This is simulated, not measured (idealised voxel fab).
This section sets out a process module, namely voxel capacitor over wiring.
Cross-section cut spans 260 nm and uses square cells 5 nm in size.
A cross-section in this document is a grid of square cells, and it is written down as bands, the top band listed before the ones below it; a band is made up of one or more rows of cells.
It is stipulated that each band's entry specify, in nanometres, the height of the top of the band and then that of its bottom, followed by the materials of the band in left-to-right sequence, each together with its width in nanometres. A single material marked by the word "all across" is understood to fill the band from edge to edge; the word "blank" is understood to denote empty space.
Beneath 0, the wafer as received is one material, and that level is where height counting begins. The lowest band goes on downward without a bottom; it is written like "from 0 down".
Width "30->40": first value at the band's top row of cells, second value at its bottom row, equal change from row to row.
Where a step carries "no modification", the cross-section came out of it unchanged, cell for cell.
"closed voids" enumerates empty spaces isolated from the top, with no open way to it, that contain at least 8 cells, giving each as width x height at distance from the left edge, all three in nm.
On each step's line, the part that comes after the settings is the simulator's own comment on the step.
overlay nm: for a step with a mask, the amount by which the mask lay right of where it was planned; a negative amount means left of it.
[The planned process steps are enumerated hereunder]
- 1: RECEIVE, material Si
- 2: CONFORMAL_DEP, material SiO2, thk nm 10
- 3: DIRECTIONAL_DEP, material TiN, thk nm 5
- 4: DIRECTIONAL_DEP, material W, thk nm 20
- 5: DIRECTIONAL_DEP, material aC, thk nm 15
- 6: PATTERN, tone cover, mask id METAL_1, material resist, width nm 25, pitch nm 90, thk nm 35, overlay nm 0
- 7: DIRECTIONAL_ETCH, etch materials aC, depth nm 15
- 8: STRIP, etch materials resist
- 9: DIRECTIONAL_ETCH, etch materials W, depth nm 20
- 10: DIRECTIONAL_ETCH, etch materials TiN, depth nm 5
- 11: STRIP, etch materials aC
- 12: FILL_DEP, material lowk, thk nm 5
- 13: CMP, height nm 35
- 14: CONFORMAL_DEP, material SiCN, thk nm 5
- 15: DIRECTIONAL_DEP, material lowk, thk nm 10
- 16: MASKED_ETCH, tone open, mask id PLUG_1, width nm 15, etch materials lowk, depth nm 10, overlay nm 0
- 17: MASKED_ETCH, tone open, mask id PLUG_1, width nm 15, etch materials SiCN, depth nm 5, overlay nm 0
- 18: EPI, material Ru, thk nm 10
- 19: EPI, material Ru, thk nm 5
- 20: DIRECTIONAL_DEP, material TiN, thk nm 10
- 21: DIRECTIONAL_DEP, material Al2O3, thk nm 5
- 22: DIRECTIONAL_DEP, material TiN, thk nm 10
- 23: PATTERN, tone cover, mask id UPPER_PLATE, material resist, width nm 70, thk nm 20, overlay nm 0
- 24: DIRECTIONAL_ETCH, etch materials TiN, depth nm 10
- 25: DIRECTIONAL_ETCH, etch materials Al2O3, depth nm 5
- 26: STRIP, etch materials resist
- 27: PATTERN, tone cover, mask id LOWER_PLATE, material resist, width nm 80, thk nm 15, overlay nm 0
- 28: DIRECTIONAL_ETCH, etch materials TiN, depth nm 10
- 29: STRIP, etch materials resist
- 30: FILL_DEP, material SiO2, thk nm 20
- 31: CMP, height nm 90
- 32: PATTERN, tone open, mask id PLUG_2, material resist, width nm 15, thk nm 15, overlay nm 0
- 33: DIRECTIONAL_ETCH, etch materials SiO2, depth nm 15
- 34: STRIP, etch materials resist
- 35: CONFORMAL_DEP, material TiN, thk nm 5
- 36: FILL_DEP, material W, thk nm 5
- 37: CMP, height nm 90
- 38: CONFORMAL_DEP, material SiCN, thk nm 5
[Shown in cross-section is the wafer as received, that is, as it stands after step 1]
from 0 down | Si all across
closed voids: none
[Here's the cross-section of the first of our two wafers at the end of the module - it ran as planned]
from 95 to 90 | SiCN all across
from 90 to 80 | 90 SiO2 / 5 TiN / 5 W / 5 TiN / 155 SiO2
from 80 to 75 | 90 SiO2 / 15 TiN / 155 SiO2
from 75 to 65 | 80 SiO2 / 70 TiN / 110 SiO2
from 65 to 60 | 80 SiO2 / 70 Al2O3 / 110 SiO2
from 60 to 50 | 75 SiO2 / 80 TiN / 105 SiO2
from 50 to 40 | 80 lowk / 15 Ru / 165 lowk
from 40 to 35 | 80 SiCN / 15 Ru / 165 SiCN
from 35 to 15 | 70 lowk / 25 W / 65 lowk / 25 W / 75 lowk
from 15 to 10 | 70 lowk / 25 TiN / 65 lowk / 25 TiN / 75 lowk
from 10 to 0 | SiO2 all across
from 0 down | Si all across
closed voids: none
[This is the second of the two wafers, cross-sectioned at the end of the module; it started exactly like the first and was given the same plan, but it was run with one mistake]
from 95 to 90 | SiCN all across
from 90 to 80 | 90 SiO2 / 5 TiN / 5 W / 5 TiN / 155 SiO2
from 80 to 75 | 90 SiO2 / 15 TiN / 155 SiO2
from 75 to 65 | 80 SiO2 / 70 TiN / 110 SiO2
from 65 to 60 | 80 SiO2 / 70 Al2O3 / 110 SiO2
from 60 to 50 | 75 SiO2 / 80 TiN / 105 SiO2
from 50 to 40 | 80 lowk / 15 Ru / 165 lowk
from 40 to 35 | 80 SiCN / 15 Ru / 165 SiCN
from 35 to 15 | 70 lowk / 25 W / 65 lowk / 25 W / 75 lowk
from 15 to 5 | SiO2 all across
from 5 to 0 | TiN all across
from 0 down | Si all across
closed voids: none
Finding, execution versus plan: deviation from plan: step 3 and step 2 executed in one another's positions
Wafer comparison, final, in cells, second relative to first, materials more or fewer: TiN: 42 more, lowk: 42 fewer
